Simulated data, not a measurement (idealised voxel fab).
process module | voxel gate over fins
cross-section cut | 245 nm wide | cells 5 nm
A cross-section is a grid of square cells, given in bands from the top down. A band is one or more rows of cells.
Each band's line starts with the height of the band's top and of its bottom, in nm. Then come its materials from left to right, each with its width in nm. One material with "throughout" fills the band from edge to edge. "air" is empty space.
Height 0 is the level under which the wafer as received is all one material. The lowest band goes on downwards, as in "0 down".
A width such as "30 to 40" changes by the same amount from each row of cells to the next, from the band's top row to its bottom row.
"no change" after a step means that no cell of the cross-section changed.
closed voids: empty space of 8 cells or more with no open way to the top, each as width x height at its distance from the left edge, in nm
after a step's settings: what the simulator itself notes on the step
overlay nm, on a step with a mask: how far to the right of its planned place the mask lay; to the left if negative
plan
1 op RECEIVE | material Si
2 op CONFORMAL_DEP | material SiN | thk nm 5
3 op MASKED_ETCH | tone cover | mask id FINS | width nm 15 | pitch nm 55 | etch materials SiN | depth nm 5 | overlay nm 0
4 op MASKED_ETCH | tone cover | mask id FINS | width nm 15 | pitch nm 55 | etch materials Si | depth nm 30 | overlay nm -15
5 op OXIDIZE | depth nm 5
6 op FILL_DEP | material SiO2 | thk nm 15
7 op CMP | height nm 5
8 op PATTERN | tone open | mask id RAIL | material resist | width nm 15 | thk nm 20 | overlay nm 0
9 op DIRECTIONAL_ETCH | etch materials SiO2 | depth nm 30
10 op STRIP | etch materials resist
11 op CONFORMAL_DEP | material TiN | thk nm 5
12 op FILL_DEP | material W | thk nm 5
13 op CMP | height nm 5
14 op SELECTIVE_ETCH | etch materials W Ru TiN | depth nm 25
15 op FILL_DEP | material SiO2 | thk nm 5
16 op CMP | height nm 5
17 op SELECTIVE_ETCH | etch materials SiO2 | depth nm 20
18 op STRIP | etch materials SiN
19 op CONFORMAL_DEP | material HfO2 | thk nm 5
20 op CONFORMAL_DEP | material TiN | thk nm 5
21 op FILL_DEP | material W | thk nm 10
22 op CMP | height nm 15
23 op CONFORMAL_DEP | material SiN | thk nm 5
varied across the wafers: overlay nm of step 4. The plan shows the first wafer's value. All wafers start alike
first wafer as received, after step 1
  0 down: Si throughout
  closed voids: none
first wafer at the end, after step 23
  20 to 15: SiN throughout
  15 to 10: W throughout
  10 to 5: W 25 | TiN 25 | W 30 | TiN 25 | W 30 | TiN 25 | W 30 | TiN 25 | W 30
  5 to 0: W 10 | TiN 20 | HfO2 15 | TiN 5 | W 15 | TiN 20 | HfO2 15 | TiN 5 | W 15 | TiN 20 | HfO2 15 | TiN 5 | W 15 | TiN 20 | HfO2 15 | TiN 5 | W 30
  0 to -5: W 10 | TiN 5 | HfO2 20 | Si 5 | HfO2 5 | TiN 5 | W 15 | TiN 5 | HfO2 20 | Si 5 | HfO2 5 | TiN 5 | W 15 | TiN 5 | HfO2 20 | Si 5 | HfO2 5 | TiN 5 | W 15 | TiN 5 | HfO2 20 | Si 5 | HfO2 5 | TiN 5 | W 30
  -5 to -10: TiN 15 | HfO2 5 | Si 20 | HfO2 5 | TiN 25 | HfO2 5 | Si 20 | HfO2 5 | TiN 25 | HfO2 5 | Si 20 | HfO2 5 | TiN 25 | HfO2 5 | Si 20 | HfO2 5 | TiN 35
  -10 to -15: HfO2 20 | Si 20 | HfO2 35 | Si 20 | HfO2 35 | Si 20 | HfO2 35 | Si 20 | HfO2 40
  -15 to -20: SiO2 20 | Si 20 | SiO2 35 | Si 20 | SiO2 35 | Si 20 | SiO2 35 | Si 20 | SiO2 40
  -20 to -25: SiO2 20 | Si 20 | SiO2 15 | TiN 15 | SiO2 5 | Si 20 | SiO2 35 | Si 20 | SiO2 35 | Si 20 | SiO2 40
  -25 to -35: SiO2 20 | Si 20 | SiO2 35 | Si 20 | SiO2 35 | Si 20 | SiO2 35 | Si 20 | SiO2 40
  -35 down: Si throughout
  closed voids: none
last wafer at the end
  20 to 15: SiN throughout
  15 to 10: W throughout
  10 to 5: W 25 | TiN 25 | W 30 | TiN 25 | W 30 | TiN 25 | W 30 | TiN 25 | W 30
  5 to 0: W 25 | TiN 5 | HfO2 15 | TiN 20 | W 15 | TiN 5 | HfO2 15 | TiN 20 | W 15 | TiN 5 | HfO2 15 | TiN 20 | W 15 | TiN 5 | HfO2 15 | TiN 20 | W 15
  0 to -5: W 25 | TiN 5 | HfO2 5 | Si 5 | HfO2 20 | TiN 5 | W 15 | TiN 5 | HfO2 5 | Si 5 | HfO2 20 | TiN 5 | W 15 | TiN 5 | HfO2 5 | Si 5 | HfO2 20 | TiN 5 | W 15 | TiN 5 | HfO2 5 | Si 5 | HfO2 20 | TiN 5 | W 15
  -5 to -10: TiN 30 | HfO2 5 | Si 20 | HfO2 5 | TiN 25 | HfO2 5 | Si 20 | HfO2 5 | TiN 25 | HfO2 5 | Si 20 | HfO2 5 | TiN 25 | HfO2 5 | Si 20 | HfO2 5 | TiN 20
  -10 to -15: HfO2 35 | Si 20 | HfO2 35 | Si 20 | HfO2 35 | Si 20 | HfO2 35 | Si 20 | HfO2 25
  -15 to -20: SiO2 35 | Si 20 | SiO2 35 | Si 20 | SiO2 35 | Si 20 | SiO2 35 | Si 20 | SiO2 25
  -20 to -25: SiO2 35 | Si 20 | TiN 15 | SiO2 20 | Si 20 | SiO2 35 | Si 20 | SiO2 35 | Si 20 | SiO2 25
  -25 to -35: SiO2 35 | Si 20 | SiO2 35 | Si 20 | SiO2 35 | Si 20 | SiO2 35 | Si 20 | SiO2 25
  -35 down: Si throughout
  closed voids: none
each wafer at the end: cells of each material gained (+) or lost (-) since it was received, then its closed voids
overlay nm -15 | +73 HfO2 | -243 Si | +49 SiN | +129 SiO2 | +76 TiN | +112 W | closed voids: none
overlay nm -10 | +73 HfO2 | -267 Si | +49 SiN | +145 SiO2 | +76 TiN | +120 W | closed voids: none
overlay nm -5 | +73 HfO2 | -291 Si | +49 SiN | +161 SiO2 | +76 TiN | +128 W | closed voids: none
overlay nm 0 | +73 HfO2 | -315 Si | +49 SiN | +177 SiO2 | +76 TiN | +136 W | closed voids: none
overlay nm 5 | +73 HfO2 | -291 Si | +49 SiN | +161 SiO2 | +76 TiN | +128 W | closed voids: none
overlay nm 10 | +73 HfO2 | -267 Si | +49 SiN | +145 SiO2 | +76 TiN | +120 W | closed voids: none
overlay nm 15 | +73 HfO2 | -243 Si | +49 SiN | +129 SiO2 | +76 TiN | +112 W | closed voids: none
